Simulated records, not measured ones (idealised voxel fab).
Process module in this document: voxel plated lines
We display cut, a cross-section 265 nm in width whose square cells are each 5 nm.
If you're reading a cross-section in this doc, picture square cells in a grid; it comes to you as bands, top ones listed first down to the bottom, and a band can be one or more rows of cells.
Basically the band line says how high the top is and how high the bottom is, in nm, and then what's in it from left to right, every material with its width in nm. Empty space shows up as "blank", and if a single material carries "full width" it runs the full band edge to edge.
A quick word on heights: they are counted from 0, and under that level the wafer as it came to us is one material throughout. The lowest band is different from the rest in having no bottom; it simply continues downward, written as in "0 nm and below".
It should be noted that a width expressed as "30..40" varies in equal increments from row to row of cells within the band, taking the value of the first number at the top row and that of the second number at the bottom row.
Given "left unchanged" for a step, no cell of the cross-section differs between before and after that step.
You'll see "Sealed voids" listing empty spaces that have no way open to the top, as long as they're 8 cells or more; the notation is width x height at distance, where the distance is from the left edge, and all of it is in nm.
On a step's line, text after the settings is the simulator commenting on that step.
overlay nm, on a step with a mask: how far to the right of its planned place the mask lay; to the left if negative
Planned step list for the process
| 1 | RECEIVE,material Si |
| 2 | CONFORMAL_DEP,material SiO2,thk nm 5 |
| 3 | DIRECTIONAL_DEP,material TiN,thk nm 5 |
| 4 | PATTERN,tone open,mask id LINES,material resist,width nm 20,pitch nm 45,thk nm 25,overlay nm 0 |
| 5 | EPI,material Ru,thk nm 5 |
| 6 | EPI,material Ru,thk nm 5 |
| 7 | STRIP,etch materials resist |
| 8 | DIRECTIONAL_ETCH,etch materials TiN,depth nm 5 |
| 9 | CONFORMAL_DEP,material SiN,thk nm 5 |
Cross-section: wafer on arrival = after step 1
0 nm and below | Si full width
Sealed voids: none
The first of two wafers, cross-sectioned at the end of the module, with the run proceeding as planned
25 nm to 20 nm | blank: 50, SiN: 30, blank: 15, SiN: 30, blank: 15, SiN: 30, blank: 15, SiN: 30, blank: 50
20 nm to 10 nm | blank: 50, SiN: 5, Ru: 20, SiN: 5, blank: 15, SiN: 5, Ru: 20, SiN: 5, blank: 15, SiN: 5, Ru: 20, SiN: 5, blank: 15, SiN: 5, Ru: 20, SiN: 5, blank: 50
10 nm to 5 nm | SiN: 55, TiN: 20, SiN: 25, TiN: 20, SiN: 25, TiN: 20, SiN: 25, TiN: 20, SiN: 55
5 nm to 0 nm | SiO2 full width
0 nm and below | Si full width
Sealed voids: none
The second wafer, shown in cross-section after the module: started the same way as the first and given the same plan, yet one mistake crept into how it was run
25 nm to 20 nm | SiN: 60, blank: 10, SiN: 35, blank: 10, SiN: 35, blank: 10, SiN: 35, blank: 10, SiN: 60
20 nm to 10 nm | Ru: 55, SiN: 5, blank: 10, SiN: 5, Ru: 25, SiN: 5, blank: 10, SiN: 5, Ru: 25, SiN: 5, blank: 10, SiN: 5, Ru: 25, SiN: 5, blank: 10, SiN: 5, Ru: 55
10 nm to 5 nm | TiN: 55, SiN: 20, TiN: 25, SiN: 20, TiN: 25, SiN: 20, TiN: 25, SiN: 20, TiN: 55
5 nm to 0 nm | SiO2 full width
0 nm and below | Si full width
Sealed voids: none
The plan and the run diverged here: step 4 went in with a setting other than planned; the actual run was PATTERN,tone cover,mask id LINES,material resist,width nm 20,pitch nm 45,thk nm 25,overlay nm 0
Once processing is complete, comparing cell counts shows that the second wafer has more or fewer of certain materials than the first: +42 Ru, +21 TiN
